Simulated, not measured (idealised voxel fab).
voxel spacer lines: a process module
The cross-section on display is named cut; it measures 290 nm wide, and its cells are 5 nm squares.
A cross-section is written here as square cells arranged in a grid, and it is given in bands from the top down, each band taking up one or more rows of cells.
For a band, the entry starts with two heights in nm, that of the top and then that of the bottom, and carries on with the band's materials in order from left to right, each alongside its width in nm; the word "full width" beside a single material means it fills the band edge to edge, and "empty" means empty space.
Beneath 0, the wafer as received is one material, and that level is where height counting begins. The lowest band goes on downward without a bottom; it is written like "from 0 down".
Note: "30 to 40" means the width goes from the first number (top row of the band) to the second number (bottom row) in equal steps per row of cells.
No cell of the cross-section changed in a step that is given as "nothing was modified".
Any empty space of 8 cells or more lacking an open way to the top shows up in "Fully enclosed voids" as width x height at distance, distance from the left edge, in nm.
Heads up: the bit after the settings on a step's line is the simulator's remark on that step.
overlay nm: mask right of planned place by this much (step with mask). Neg. = left.

**So here's the lineup of process steps we planned**
| 1 | RECEIVE,material Si |
| 2 | CONFORMAL_DEP,material Al2O3,thk nm 10 |
| 3 | DIRECTIONAL_DEP,material polySi,thk nm 20 |
| 4 | DIRECTIONAL_DEP,material aC,thk nm 20 |
| 5 | PATTERN,tone cover,mask id MANDREL,material resist,width nm 20,pitch nm 70,thk nm 30,overlay nm -15 |
| 6 | DIRECTIONAL_ETCH,etch materials aC,depth nm 20 |
| 7 | STRIP,etch materials resist |
| 8 | CONFORMAL_DEP,material SiN,thk nm 15 |
| 9 | DIRECTIONAL_ETCH,etch materials SiN,depth nm 15 |
| 10 | STRIP,etch materials aC |
| 11 | DIRECTIONAL_ETCH,etch materials polySi,depth nm 20 |
| 12 | STRIP,etch materials SiN |
| 13 | FILL_DEP,material lowk,thk nm 5 |
| 14 | CMP,height nm 30 |
Where the wafers of this document differ is in the overlay nm of step 5; they start out the same, and the plan states the value that applied to the first wafer.

**first wafer as received, after step 1**
    from 0 down: Si full width
    Fully enclosed voids: none

**The rows of the table below are wafers. Looking at the end of the module, a row counts, for every material, the cells the wafer has gained, shown as (+), or lost, shown as (-), since it was received; its closed voids come next**
overlay nm -15; +116 Al2O3; +184 lowk; +48 polySi; Fully enclosed voids: none
overlay nm -10; +116 Al2O3; +184 lowk; +48 polySi; Fully enclosed voids: none
overlay nm -5; +116 Al2O3; +184 lowk; +48 polySi; Fully enclosed voids: none
overlay nm 0; +116 Al2O3; +184 lowk; +48 polySi; Fully enclosed voids: none
overlay nm 5; +116 Al2O3; +184 lowk; +48 polySi; Fully enclosed voids: none
overlay nm 10; +116 Al2O3; +184 lowk; +48 polySi; Fully enclosed voids: none
overlay nm 15; +116 Al2O3; +184 lowk; +48 polySi; Fully enclosed voids: none
